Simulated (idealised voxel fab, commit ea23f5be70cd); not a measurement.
A process module follows: voxel quadruple lines.
The figure presents cross-section cut, which has a width of 230 nm and is divided into square cells with an edge length of 5 nm.
This document writes a cross-section as a grid whose cells are square, and gives it as bands, listed from the top down; one or more rows of cells form a band. Basically the band line says how high the top is and how high the bottom is, in nm, and then what's in it from left to right, every material with its width in nm. Empty space shows up as "air", and if a single material carries "edge to edge" it runs the full band edge to edge. Height reference: 0 = level under which incoming wafer is all one material. Lowest band: no bottom, runs on downward, e.g. "from 0 down". Width spec "30->40" -> top row of cells at first value, bottom row at second value, equal per-row change in between. The designation "nothing got changed", where it is given for a processing step, indicates that no cell of the cross-section was altered in the course of that step. Entry "Voids, fully enclosed" = empty spaces >= 8 cells with no open way to the top; each as width x height at distance, distance from left edge, all nm. Where a step's line continues beyond its settings, the continuation is a remark by the simulator itself on that step. The line of a step may include "overlay nm". On a step with a mask, this value is how far to the right of its planned place the mask lay. A negative value means the mask lay to the left.
Process steps foreseen in the plan:
| 1 | RECEIVE with material Si |
| 2 | CONFORMAL_DEP with material Al2O3, thk nm 5 |
| 3 | DIRECTIONAL_DEP with material W, thk nm 10 |
| 4 | DIRECTIONAL_DEP with material polySi, thk nm 15 |
| 5 | DIRECTIONAL_DEP with material aC, thk nm 25 |
| 6 | PATTERN with tone cover, mask id MANDREL, material resist, width nm 25, pitch nm 80, thk nm 35, overlay nm 0 |
| 7 | DIRECTIONAL_ETCH with etch materials aC, depth nm 25 |
| 8 | STRIP with etch materials resist |
| 9 | CONFORMAL_DEP with material SiO2, thk nm 15 |
| 10 | DIRECTIONAL_ETCH with etch materials SiO2, depth nm 15 |
| 11 | STRIP with etch materials aC |
| 12 | DIRECTIONAL_ETCH with etch materials polySi, depth nm 15 |
| 13 | STRIP with etch materials SiO2 |
| 14 | CONFORMAL_DEP with material SiN, thk nm 5 |
| 15 | DIRECTIONAL_ETCH with etch materials SiN, depth nm 5 |
| 16 | STRIP with etch materials polySi |
| 17 | DIRECTIONAL_ETCH with etch materials W, depth nm 10 |
| 18 | STRIP with etch materials SiN |
| 19 | FILL_DEP with material lowk, thk nm 5 |
| 20 | CMP with height nm 15 |
Run as planned: first of two wafers:
Incoming wafer in cross-section (state: after step 1):
- from 0 down | Si edge to edge
- Voids, fully enclosed: none
Presented here is a cross-section of the wafer after step 2 has been performed:
- from 5 to 0 | Al2O3 edge to edge
- Everything below 0 is unchanged.
Presented here is a cross-section of the wafer after step 3 has been performed:
- from 15 to 5 | W edge to edge
- Everything below 5 is unchanged.
Presented here is a cross-section of the wafer after step 4 has been performed:
- from 30 to 15 | polySi edge to edge
- Everything below 15 is unchanged.
Presented here is a cross-section of the wafer after step 5 has been performed:
- from 55 to 30 | aC edge to edge
- Everything below 30 is unchanged.
Presented here is a cross-section of the wafer after step 6 has been performed:
- from 90 to 55 | 60 air, then 25 resist, then 55 air, then 25 resist, then 65 air
- Everything below 55 is unchanged.
Presented here is a cross-section of the wafer after step 7 has been performed:
- from 65 to 55 | 60 air, then 25 resist, then 55 air, then 25 resist, then 65 air
- from 55 to 30 | 60 air, then 25 aC, then 55 air, then 25 aC, then 65 air
- Everything below 30 is unchanged.
Presented here is a cross-section of the wafer after step 8 has been performed:
- from 55 to 30 | 60 air, then 25 aC, then 55 air, then 25 aC, then 65 air
- Everything below 30 is unchanged.
Presented here is a cross-section of the wafer after step 9 has been performed:
- from 70 to 55 | 45 air, then 55 SiO2, then 25 air, then 55 SiO2, then 50 air
- from 55 to 45 | 45 air, then 15 SiO2, then 25 aC, then 15 SiO2, then 25 air, then 15 SiO2, then 25 aC, then 15 SiO2, then 50 air
- from 45 to 30 | 60 SiO2, then 25 aC, then 55 SiO2, then 25 aC, then 65 SiO2
- Everything below 30 is unchanged.
Presented here is a cross-section of the wafer after step 10 has been performed:
- from 55 to 30 | 45 air, then 15 SiO2, then 25 aC, then 15 SiO2, then 25 air, then 15 SiO2, then 25 aC, then 15 SiO2, then 50 air
- Everything below 30 is unchanged.
Presented here is a cross-section of the wafer after step 11 has been performed:
- from 55 to 30 | 45 air, then 15 SiO2, then 25 air, then 15 SiO2, then 25 air, then 15 SiO2, then 25 air, then 15 SiO2, then 50 air
- Everything below 30 is unchanged.
Presented here is a cross-section of the wafer after step 12 has been performed:
- from 55 to 30 | 45 air, then 15 SiO2, then 25 air, then 15 SiO2, then 25 air, then 15 SiO2, then 25 air, then 15 SiO2, then 50 air
- from 30 to 15 | 45 air, then 15 polySi, then 25 air, then 15 polySi, then 25 air, then 15 polySi, then 25 air, then 15 polySi, then 50 air
- Everything below 15 is unchanged.
Presented here is a cross-section of the wafer after step 13 has been performed:
- from 30 to 15 | 45 air, then 15 polySi, then 25 air, then 15 polySi, then 25 air, then 15 polySi, then 25 air, then 15 polySi, then 50 air
- Everything below 15 is unchanged.
Presented here is a cross-section of the wafer after step 14 has been performed:
- from 35 to 30 | 40 air, then 25 SiN, then 15 air, then 25 SiN, then 15 air, then 25 SiN, then 15 air, then 25 SiN, then 45 air
- from 30 to 20 | 40 air, then 5 SiN, then 15 polySi, then 5 SiN, then 15 air, then 5 SiN, then 15 polySi, then 5 SiN, then 15 air, then 5 SiN, then 15 polySi, then 5 SiN, then 15 air, then 5 SiN, then 15 polySi, then 5 SiN, then 45 air
- from 20 to 15 | 45 SiN, then 15 polySi, then 25 SiN, then 15 polySi, then 25 SiN, then 15 polySi, then 25 SiN, then 15 polySi, then 50 SiN
- Everything below 15 is unchanged.
Presented here is a cross-section of the wafer after step 15 has been performed:
- from 30 to 15 | 40 air, then 5 SiN, then 15 polySi, then 5 SiN, then 15 air, then 5 SiN, then 15 polySi, then 5 SiN, then 15 air, then 5 SiN, then 15 polySi, then 5 SiN, then 15 air, then 5 SiN, then 15 polySi, then 5 SiN, then 45 air
- Everything below 15 is unchanged.
Presented here is a cross-section of the wafer after step 16 has been performed:
- from 30 to 15 | 40 air, then 5 SiN, then 15 air, then 5 SiN, then 15 air, then 5 SiN, then 15 air, then 5 SiN, then 15 air, then 5 SiN, then 15 air, then 5 SiN, then 15 air, then 5 SiN, then 15 air, then 5 SiN, then 45 air
- Everything below 15 is unchanged.
Presented here is a cross-section of the wafer after step 17 has been performed:
- from 30 to 15 | 40 air, then 5 SiN, then 15 air, then 5 SiN, then 15 air, then 5 SiN, then 15 air, then 5 SiN, then 15 air, then 5 SiN, then 15 air, then 5 SiN, then 15 air, then 5 SiN, then 15 air, then 5 SiN, then 45 air
- from 15 to 5 | 40 air, then 5 W, then 15 air, then 5 W, then 15 air, then 5 W, then 15 air, then 5 W, then 15 air, then 5 W, then 15 air, then 5 W, then 15 air, then 5 W, then 15 air, then 5 W, then 45 air
- Everything below 5 is unchanged.
Presented here is a cross-section of the wafer after step 18 has been performed:
- from 15 to 5 | 40 air, then 5 W, then 15 air, then 5 W, then 15 air, then 5 W, then 15 air, then 5 W, then 15 air, then 5 W, then 15 air, then 5 W, then 15 air, then 5 W, then 15 air, then 5 W, then 45 air
- Everything below 5 is unchanged.
Presented here is a cross-section of the wafer after step 19 has been performed:
- from 20 to 15 | lowk edge to edge
- from 15 to 5 | 40 lowk, then 5 W, then 15 lowk, then 5 W, then 15 lowk, then 5 W, then 15 lowk, then 5 W, then 15 lowk, then 5 W, then 15 lowk, then 5 W, then 15 lowk, then 5 W, then 15 lowk, then 5 W, then 45 lowk
- Everything below 5 is unchanged.
Presented here is a cross-section of the wafer after step 20 has been performed:
- from 15 to 5 | 40 lowk, then 5 W, then 15 lowk, then 5 W, then 15 lowk, then 5 W, then 15 lowk, then 5 W, then 15 lowk, then 5 W, then 15 lowk, then 5 W, then 15 lowk, then 5 W, then 15 lowk, then 5 W, then 45 lowk
- Everything below 5 is unchanged.
Now the other wafer: same start, same recipe, but we messed up one thing when running it. Up to and including step 1 it's the same as the first one:
The second wafer cut through, at the time step 2 was supposed to be finished: nothing got changed
The second wafer cut through, at the time step 3 was supposed to be finished:
- from 10 to 0 | W edge to edge
- Everything below 0 is unchanged.
The second wafer cut through, at the time step 4 was supposed to be finished:
- from 25 to 10 | polySi edge to edge
- Everything below 10 is unchanged.
The second wafer cut through, at the time step 5 was supposed to be finished:
- from 50 to 25 | aC edge to edge
- Everything below 25 is unchanged.
The second wafer cut through, at the time step 6 was supposed to be finished:
- from 85 to 50 | 60 air, then 25 resist, then 55 air, then 25 resist, then 65 air
- Everything below 50 is unchanged.
The second wafer cut through, at the time step 7 was supposed to be finished:
- from 60 to 50 | 60 air, then 25 resist, then 55 air, then 25 resist, then 65 air
- from 50 to 25 | 60 air, then 25 aC, then 55 air, then 25 aC, then 65 air
- Everything below 25 is unchanged.
The second wafer cut through, at the time step 8 was supposed to be finished:
- from 50 to 25 | 60 air, then 25 aC, then 55 air, then 25 aC, then 65 air
- Everything below 25 is unchanged.
The second wafer cut through, at the time step 9 was supposed to be finished:
- from 65 to 50 | 45 air, then 55 SiO2, then 25 air, then 55 SiO2, then 50 air
- from 50 to 40 | 45 air, then 15 SiO2, then 25 aC, then 15 SiO2, then 25 air, then 15 SiO2, then 25 aC, then 15 SiO2, then 50 air
- from 40 to 25 | 60 SiO2, then 25 aC, then 55 SiO2, then 25 aC, then 65 SiO2
- Everything below 25 is unchanged.
The second wafer cut through, at the time step 10 was supposed to be finished:
- from 50 to 25 | 45 air, then 15 SiO2, then 25 aC, then 15 SiO2, then 25 air, then 15 SiO2, then 25 aC, then 15 SiO2, then 50 air
- Everything below 25 is unchanged.
The second wafer cut through, at the time step 11 was supposed to be finished:
- from 50 to 25 | 45 air, then 15 SiO2, then 25 air, then 15 SiO2, then 25 air, then 15 SiO2, then 25 air, then 15 SiO2, then 50 air
- Everything below 25 is unchanged.
The second wafer cut through, at the time step 12 was supposed to be finished:
- from 50 to 25 | 45 air, then 15 SiO2, then 25 air, then 15 SiO2, then 25 air, then 15 SiO2, then 25 air, then 15 SiO2, then 50 air
- from 25 to 10 | 45 air, then 15 polySi, then 25 air, then 15 polySi, then 25 air, then 15 polySi, then 25 air, then 15 polySi, then 50 air
- Everything below 10 is unchanged.
The second wafer cut through, at the time step 13 was supposed to be finished:
- from 25 to 10 | 45 air, then 15 polySi, then 25 air, then 15 polySi, then 25 air, then 15 polySi, then 25 air, then 15 polySi, then 50 air
- Everything below 10 is unchanged.
The second wafer cut through, at the time step 14 was supposed to be finished:
- from 30 to 25 | 40 air, then 25 SiN, then 15 air, then 25 SiN, then 15 air, then 25 SiN, then 15 air, then 25 SiN, then 45 air
- from 25 to 15 | 40 air, then 5 SiN, then 15 polySi, then 5 SiN, then 15 air, then 5 SiN, then 15 polySi, then 5 SiN, then 15 air, then 5 SiN, then 15 polySi, then 5 SiN, then 15 air, then 5 SiN, then 15 polySi, then 5 SiN, then 45 air
- from 15 to 10 | 45 SiN, then 15 polySi, then 25 SiN, then 15 polySi, then 25 SiN, then 15 polySi, then 25 SiN, then 15 polySi, then 50 SiN
- Everything below 10 is unchanged.
The second wafer cut through, at the time step 15 was supposed to be finished:
- from 25 to 10 | 40 air, then 5 SiN, then 15 polySi, then 5 SiN, then 15 air, then 5 SiN, then 15 polySi, then 5 SiN, then 15 air, then 5 SiN, then 15 polySi, then 5 SiN, then 15 air, then 5 SiN, then 15 polySi, then 5 SiN, then 45 air
- Everything below 10 is unchanged.
The second wafer cut through, at the time step 16 was supposed to be finished:
- from 25 to 10 | 40 air, then 5 SiN, then 15 air, then 5 SiN, then 15 air, then 5 SiN, then 15 air, then 5 SiN, then 15 air, then 5 SiN, then 15 air, then 5 SiN, then 15 air, then 5 SiN, then 15 air, then 5 SiN, then 45 air
- Everything below 10 is unchanged.
The second wafer cut through, at the time step 17 was supposed to be finished:
- from 25 to 10 | 40 air, then 5 SiN, then 15 air, then 5 SiN, then 15 air, then 5 SiN, then 15 air, then 5 SiN, then 15 air, then 5 SiN, then 15 air, then 5 SiN, then 15 air, then 5 SiN, then 15 air, then 5 SiN, then 45 air
- from 10 to 0 | 40 air, then 5 W, then 15 air, then 5 W, then 15 air, then 5 W, then 15 air, then 5 W, then 15 air, then 5 W, then 15 air, then 5 W, then 15 air, then 5 W, then 15 air, then 5 W, then 45 air
- Everything below 0 is unchanged.
The second wafer cut through, at the time step 18 was supposed to be finished:
- from 10 to 0 | 40 air, then 5 W, then 15 air, then 5 W, then 15 air, then 5 W, then 15 air, then 5 W, then 15 air, then 5 W, then 15 air, then 5 W, then 15 air, then 5 W, then 15 air, then 5 W, then 45 air
- Everything below 0 is unchanged.
The second wafer cut through, at the time step 19 was supposed to be finished:
- from 15 to 10 | lowk edge to edge
- from 10 to 0 | 40 lowk, then 5 W, then 15 lowk, then 5 W, then 15 lowk, then 5 W, then 15 lowk, then 5 W, then 15 lowk, then 5 W, then 15 lowk, then 5 W, then 15 lowk, then 5 W, then 15 lowk, then 5 W, then 45 lowk
- Everything below 0 is unchanged.
The second wafer cut through, at the time step 20 was supposed to be finished: nothing got changed
Want to know what went wrong? with respect to the plan, step 2 was omitted and not executed
Final tally in cells, some materials are higher or lower on the second wafer than on the first: -46 Al2O3; +46 lowk
